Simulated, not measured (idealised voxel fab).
The process module that follows is named voxel wiring stack.
Square cells of 5 nm make up the cross-section cut, whose width is 280 nm.
Heads up, the way a cross-section reads in here is a grid of square cells, handed over as bands from the top down, with every band being one or more rows of cells.
The band entry comprises the height of the band's top followed by the height of its bottom, expressed in nm, and subsequently the band's materials from left to right, each stated together with its width in nm. Where a single material is marked with the word "all across", that material fills the band from edge to edge. The word "blank" represents empty space.
Ref level 0: as-received wafer is one material below here. Bottom band extends down with no lower bound ("0..down").
A width given as "30->40" starts at the first number in the band's top row and ends at the second number in its bottom row, shifting by an equal amount at every step from row to row.
It should be understood that the words "changes: none", when stated for a given step, signify that the cross-section underwent no change in any of its cells during that step.
Under "Listed closed voids" you'll find the enclosed gaps, the ones with no way out to the top, that are 8 cells or bigger; each reads width x height at distance, with distance counted from the left edge, everything in nm.
Post-settings text on a step line: simulator's own remark regarding the step.
The "overlay nm" setting may appear on a step's line; for a step that uses a mask, it gives how far to the right of its planned position the mask lay, and a negative value indicates the left.
Steps in the process plan:
1: RECEIVE (material Si)
2: CONFORMAL_DEP (material SiO2; thk nm 10)
3: DIRECTIONAL_DEP (material TiN; thk nm 5)
4: DIRECTIONAL_DEP (material W; thk nm 15)
5: MASKED_ETCH (tone cover; mask id METAL_1; width nm 20; pitch nm 40; etch materials W; depth nm 15; overlay nm 0)
6: MASKED_ETCH (tone cover; mask id METAL_1; width nm 20; pitch nm 40; etch materials TiN; depth nm 5; overlay nm 0)
7: CONFORMAL_DEP (material SiCN; thk nm 5)
8: FILL_DEP (material lowk; thk nm 5)
9: CMP (height nm 30)
10: CONFORMAL_DEP (material SiCN; thk nm 5)
11: DIRECTIONAL_DEP (material lowk; thk nm 25)
12: DIRECTIONAL_DEP (material aC; thk nm 10)
13: PATTERN (tone open; mask id METAL_2_HOLES; material resist; width nm 15; pitch nm 80; thk nm 30; overlay nm 0)
14: DIRECTIONAL_ETCH (etch materials aC; depth nm 10)
15: STRIP (etch materials resist)
16: DIRECTIONAL_ETCH (etch materials lowk; depth nm 25)
17: STRIP (etch materials aC)
18: PATTERN (tone open; mask id METAL_2; material resist; width nm 20; pitch nm 40; thk nm 15; overlay nm 0)
19: DIRECTIONAL_ETCH (etch materials lowk; depth nm 15)
20: DIRECTIONAL_ETCH (etch materials SiCN; depth nm 5)
21: STRIP (etch materials resist)
22: CONFORMAL_DEP (material TiN; thk nm 5)
23: FILL_DEP (material Ru; thk nm 10)
24: CMP (height nm 60)
25: CONFORMAL_DEP (material SiCN; thk nm 5)
Be aware that, although all wafers share a common starting state, the width nm at step 13 differs among them, and the plan displays the first wafer's value.
Step 1 complete: as-received cross-section of the first of several wafers:
0..down | Si all across
Listed closed voids: none
Where each wafer stands at the end of the module, a row apiece: cells of each material gained (+) or lost (-) since it was received, then closed voids:
width nm 15 | +22 Ru | +170 SiCN | +112 SiO2 | +60 TiN | +48 W | +316 lowk | Listed closed voids: none
width nm 20 | +28 Ru | +168 SiCN | +112 SiO2 | +60 TiN | +48 W | +312 lowk | Listed closed voids: none
width nm 25 | +36 Ru | +168 SiCN | +112 SiO2 | +62 TiN | +48 W | +302 lowk | Listed closed voids: none
width nm 30 | +44 Ru | +168 SiCN | +112 SiO2 | +64 TiN | +48 W | +292 lowk | Listed closed voids: none
